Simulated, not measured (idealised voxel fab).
Process module in this document: voxel self aligned vias
For reference, the cross-section in this document is cut, with width 295 nm and square cells of 5 nm.
In what follows, cross-sections appear as grids of square cells, described through bands that run from the top down, where every band is one or more rows of cells.
In this notation a band is specified by the heights of its top and bottom, in that order and in nm, after which its materials appear from left to right, each paired with its width in nm. The word "edge to edge" attached to a single material means that material fills the band from edge to edge; the word "empty" stands for empty space.
Basically, 0 is our baseline, since under it the wafer straight out of the box is all one material. The bottom band has no lower end and keeps on going down, so it looks like "0 down".
Per-row width for "30->40": begins at first number (top row of band), ends at second number (bottom row), increment between rows held constant.
Basically "identical to before" means that step didn't change any cell in the cross-section.
Voids not open to the top, 8 cells minimum: see "Non-vented voids". Written width x height at distance; distance is from the left edge; nm.
Post-settings text on a step line: simulator's own remark regarding the step.
"overlay nm", when on a step's line for a step with a mask, measures how far to the right of its planned place the mask lay; a negative measure means to the left.

LIST OF PLANNED PROCESS STEPS
step 1: RECEIVE, material Si
step 2: CONFORMAL_DEP, material SiO2, thk nm 10
step 3: CONFORMAL_DEP, material SiCN, thk nm 5
step 4: DIRECTIONAL_DEP, material SiO2, thk nm 25
step 5: MASKED_ETCH, tone open, mask id LINES, width nm 20, pitch nm 55, etch materials SiO2, depth nm 25, overlay nm 0
step 6: CONFORMAL_DEP, material TiN, thk nm 5
step 7: FILL_DEP, material W, thk nm 10
step 8: CMP, height nm 40
step 9: SELECTIVE_ETCH, etch materials W Ru TiN, depth nm 10
step 10: FILL_DEP, material SiN, thk nm 10
step 11: CMP, height nm 40
step 12: DIRECTIONAL_DEP, material SiO2, thk nm 20
step 13: MASKED_ETCH, tone open, mask id VIAS, width nm 40, pitch nm 55, etch materials SiO2, depth nm 20, overlay nm 0
step 14: MASKED_ETCH, tone open, mask id VIAS, width nm 40, pitch nm 55, etch materials SiN, depth nm 10, overlay nm 0
step 15: CONFORMAL_DEP, material TiN, thk nm 5
step 16: FILL_DEP, material Cu, thk nm 10
step 17: CMP, height nm 60
step 18: CONFORMAL_DEP, material SiCN, thk nm 5

THE FOLLOWING PERTAINS TO THE FIRST OF TWO WAFERS, WHICH WAS PROCESSED AS PLANNED

CROSS-SECTION OF THE WAFER AS IT CAME TO US, I.E., ALREADY THROUGH STEP 1
- 0 down: Si edge to edge
- Non-vented voids: none

SECTIONAL VIEW: WAFER, AFTER STEP 2
- 10 to 0: SiO2 edge to edge
- Whatever lies below 0 is exactly as it was before.

SECTIONAL VIEW: WAFER, AFTER STEP 3
- 15 to 10: SiCN edge to edge
- Whatever lies below 10 is exactly as it was before.

SECTIONAL VIEW: WAFER, AFTER STEP 4
- 40 to 15: SiO2 edge to edge
- Whatever lies below 15 is exactly as it was before.

SECTIONAL VIEW: WAFER, AFTER STEP 5
- 40 to 15: SiO2: 80, then empty: 20, then SiO2: 35, then empty: 20, then SiO2: 35, then empty: 20, then SiO2: 85
- Whatever lies below 15 is exactly as it was before.

SECTIONAL VIEW: WAFER, AFTER STEP 6
- 45 to 40: TiN: 85, then empty: 10, then TiN: 45, then empty: 10, then TiN: 45, then empty: 10, then TiN: 90
- 40 to 20: SiO2: 80, then TiN: 5, then empty: 10, then TiN: 5, then SiO2: 35, then TiN: 5, then empty: 10, then TiN: 5, then SiO2: 35, then TiN: 5, then empty: 10, then TiN: 5, then SiO2: 85
- 20 to 15: SiO2: 80, then TiN: 20, then SiO2: 35, then TiN: 20, then SiO2: 35, then TiN: 20, then SiO2: 85
- Whatever lies below 15 is exactly as it was before.

SECTIONAL VIEW: WAFER, AFTER STEP 7
- 55 to 45: W edge to edge
- 45 to 40: TiN: 85, then W: 10, then TiN: 45, then W: 10, then TiN: 45, then W: 10, then TiN: 90
- 40 to 20: SiO2: 80, then TiN: 5, then W: 10, then TiN: 5, then SiO2: 35, then TiN: 5, then W: 10, then TiN: 5, then SiO2: 35, then TiN: 5, then W: 10, then TiN: 5, then SiO2: 85
- Whatever lies below 20 is exactly as it was before.

SECTIONAL VIEW: WAFER, AFTER STEP 8
- 40 to 20: SiO2: 80, then TiN: 5, then W: 10, then TiN: 5, then SiO2: 35, then TiN: 5, then W: 10, then TiN: 5, then SiO2: 35, then TiN: 5, then W: 10, then TiN: 5, then SiO2: 85
- Whatever lies below 20 is exactly as it was before.

SECTIONAL VIEW: WAFER, AFTER STEP 9
- 40 to 30: SiO2: 80, then empty: 20, then SiO2: 35, then empty: 20, then SiO2: 35, then empty: 20, then SiO2: 85
- Whatever lies below 30 is exactly as it was before.

SECTIONAL VIEW: WAFER, AFTER STEP 10
- 50 to 40: SiN edge to edge
- 40 to 30: SiO2: 80, then SiN: 20, then SiO2: 35, then SiN: 20, then SiO2: 35, then SiN: 20, then SiO2: 85
- Whatever lies below 30 is exactly as it was before.

SECTIONAL VIEW: WAFER, AFTER STEP 11
- 40 to 30: SiO2: 80, then SiN: 20, then SiO2: 35, then SiN: 20, then SiO2: 35, then SiN: 20, then SiO2: 85
- Whatever lies below 30 is exactly as it was before.

SECTIONAL VIEW: WAFER, AFTER STEP 12
- 60 to 40: SiO2 edge to edge
- Whatever lies below 40 is exactly as it was before.

SECTIONAL VIEW: WAFER, AFTER STEP 13
- 60 to 40: SiO2: 70, then empty: 40, then SiO2: 15, then empty: 40, then SiO2: 15, then empty: 40, then SiO2: 75
- Whatever lies below 40 is exactly as it was before.

SECTIONAL VIEW: WAFER, AFTER STEP 14
- 60 to 40: SiO2: 70, then empty: 40, then SiO2: 15, then empty: 40, then SiO2: 15, then empty: 40, then SiO2: 75
- 40 to 30: SiO2: 80, then empty: 20, then SiO2: 35, then empty: 20, then SiO2: 35, then empty: 20, then SiO2: 85
- Whatever lies below 30 is exactly as it was before.

SECTIONAL VIEW: WAFER, AFTER STEP 15
- 65 to 60: TiN: 75, then empty: 30, then TiN: 25, then empty: 30, then TiN: 25, then empty: 30, then TiN: 80
- 60 to 45: SiO2: 70, then TiN: 5, then empty: 30, then TiN: 5, then SiO2: 15, then TiN: 5, then empty: 30, then TiN: 5, then SiO2: 15, then TiN: 5, then empty: 30, then TiN: 5, then SiO2: 75
- 45 to 35: SiO2: 70->80, then TiN: 15->5, then empty: 10, then TiN: 15->5, then SiO2: 15->35, then TiN: 15->5, then empty: 10, then TiN: 15->5, then SiO2: 15->35, then TiN: 15->5, then empty: 10, then TiN: 15->5, then SiO2: 75->85
- 35 to 30: SiO2: 80, then TiN: 20, then SiO2: 35, then TiN: 20, then SiO2: 35, then TiN: 20, then SiO2: 85
- Whatever lies below 30 is exactly as it was before.

SECTIONAL VIEW: WAFER, AFTER STEP 16
- 75 to 65: Cu edge to edge
- 65 to 60: TiN: 75, then Cu: 30, then TiN: 25, then Cu: 30, then TiN: 25, then Cu: 30, then TiN: 80
- 60 to 45: SiO2: 70, then TiN: 5, then Cu: 30, then TiN: 5, then SiO2: 15, then TiN: 5, then Cu: 30, then TiN: 5, then SiO2: 15, then TiN: 5, then Cu: 30, then TiN: 5, then SiO2: 75
- 45 to 35: SiO2: 70->80, then TiN: 15->5, then Cu: 10, then TiN: 15->5, then SiO2: 15->35, then TiN: 15->5, then Cu: 10, then TiN: 15->5, then SiO2: 15->35, then TiN: 15->5, then Cu: 10, then TiN: 15->5, then SiO2: 75->85
- Whatever lies below 35 is exactly as it was before.

SECTIONAL VIEW: WAFER, AFTER STEP 17
- 60 to 45: SiO2: 70, then TiN: 5, then Cu: 30, then TiN: 5, then SiO2: 15, then TiN: 5, then Cu: 30, then TiN: 5, then SiO2: 15, then TiN: 5, then Cu: 30, then TiN: 5, then SiO2: 75
- Whatever lies below 45 is exactly as it was before.

SECTIONAL VIEW: WAFER, AFTER STEP 18
- 65 to 60: SiCN edge to edge
- Whatever lies below 60 is exactly as it was before.

SECOND WAFER. START AND PLAN AS FOR THE FIRST. ONE MISTAKE MADE IN RUNNING. AGREES WITH THE FIRST UP TO AND INCLUDING STEP 2

THE SECOND WAFER IN CROSS-SECTION, AT THE PLANNED CLOSE OF STEP 3
- 35 to 0: SiO2 edge to edge
- Whatever lies below 0 is exactly as it was before.

THE SECOND WAFER IN CROSS-SECTION, AT THE PLANNED CLOSE OF STEP 4
- 40 to 35: SiCN edge to edge
- Whatever lies below 35 is exactly as it was before.

The second wafer in cross-section, at the planned close of step 5: identical to before

THE SECOND WAFER IN CROSS-SECTION, AT THE PLANNED CLOSE OF STEP 6
- 45 to 40: TiN edge to edge
- Whatever lies below 40 is exactly as it was before.

THE SECOND WAFER IN CROSS-SECTION, AT THE PLANNED CLOSE OF STEP 7
- 55 to 45: W edge to edge
- Whatever lies below 45 is exactly as it was before.

THE SECOND WAFER IN CROSS-SECTION, AT THE PLANNED CLOSE OF STEP 8
- 40 to 35: SiCN edge to edge
- Whatever lies below 35 is exactly as it was before.

The second wafer in cross-section, at the planned close of step 9: identical to before

THE SECOND WAFER IN CROSS-SECTION, AT THE PLANNED CLOSE OF STEP 10
- 50 to 40: SiN edge to edge
- Whatever lies below 40 is exactly as it was before.

THE SECOND WAFER IN CROSS-SECTION, AT THE PLANNED CLOSE OF STEP 11
- 40 to 35: SiCN edge to edge
- Whatever lies below 35 is exactly as it was before.

THE SECOND WAFER IN CROSS-SECTION, AT THE PLANNED CLOSE OF STEP 12
- 60 to 40: SiO2 edge to edge
- Whatever lies below 40 is exactly as it was before.

THE SECOND WAFER IN CROSS-SECTION, AT THE PLANNED CLOSE OF STEP 13
- 60 to 40: SiO2: 70, then empty: 40, then SiO2: 15, then empty: 40, then SiO2: 15, then empty: 40, then SiO2: 75
- Whatever lies below 40 is exactly as it was before.

The second wafer in cross-section, at the planned close of step 14: identical to before

THE SECOND WAFER IN CROSS-SECTION, AT THE PLANNED CLOSE OF STEP 15
- 65 to 60: TiN: 75, then empty: 30, then TiN: 25, then empty: 30, then TiN: 25, then empty: 30, then TiN: 80
- 60 to 45: SiO2: 70, then TiN: 5, then empty: 30, then TiN: 5, then SiO2: 15, then TiN: 5, then empty: 30, then TiN: 5, then SiO2: 15, then TiN: 5, then empty: 30, then TiN: 5, then SiO2: 75
- 45 to 40: SiO2: 70, then TiN: 40, then SiO2: 15, then TiN: 40, then SiO2: 15, then TiN: 40, then SiO2: 75
- Whatever lies below 40 is exactly as it was before.

THE SECOND WAFER IN CROSS-SECTION, AT THE PLANNED CLOSE OF STEP 16
- 75 to 65: Cu edge to edge
- 65 to 60: TiN: 75, then Cu: 30, then TiN: 25, then Cu: 30, then TiN: 25, then Cu: 30, then TiN: 80
- 60 to 45: SiO2: 70, then TiN: 5, then Cu: 30, then TiN: 5, then SiO2: 15, then TiN: 5, then Cu: 30, then TiN: 5, then SiO2: 15, then TiN: 5, then Cu: 30, then TiN: 5, then SiO2: 75
- Whatever lies below 45 is exactly as it was before.

THE SECOND WAFER IN CROSS-SECTION, AT THE PLANNED CLOSE OF STEP 17
- 60 to 45: SiO2: 70, then TiN: 5, then Cu: 30, then TiN: 5, then SiO2: 15, then TiN: 5, then Cu: 30, then TiN: 5, then SiO2: 15, then TiN: 5, then Cu: 30, then TiN: 5, then SiO2: 75
- Whatever lies below 45 is exactly as it was before.

THE SECOND WAFER IN CROSS-SECTION, AT THE PLANNED CLOSE OF STEP 18
- 65 to 60: SiCN edge to edge
- Whatever lies below 60 is exactly as it was before.
What broke from the plan during processing? steps 3 and 4 got flipped, so each one ran where the other should have
Bottom line after processing is that, in cells, the second wafer is up or down on some materials versus the first: -12 Cu | +60 SiO2 | -36 TiN | -12 W
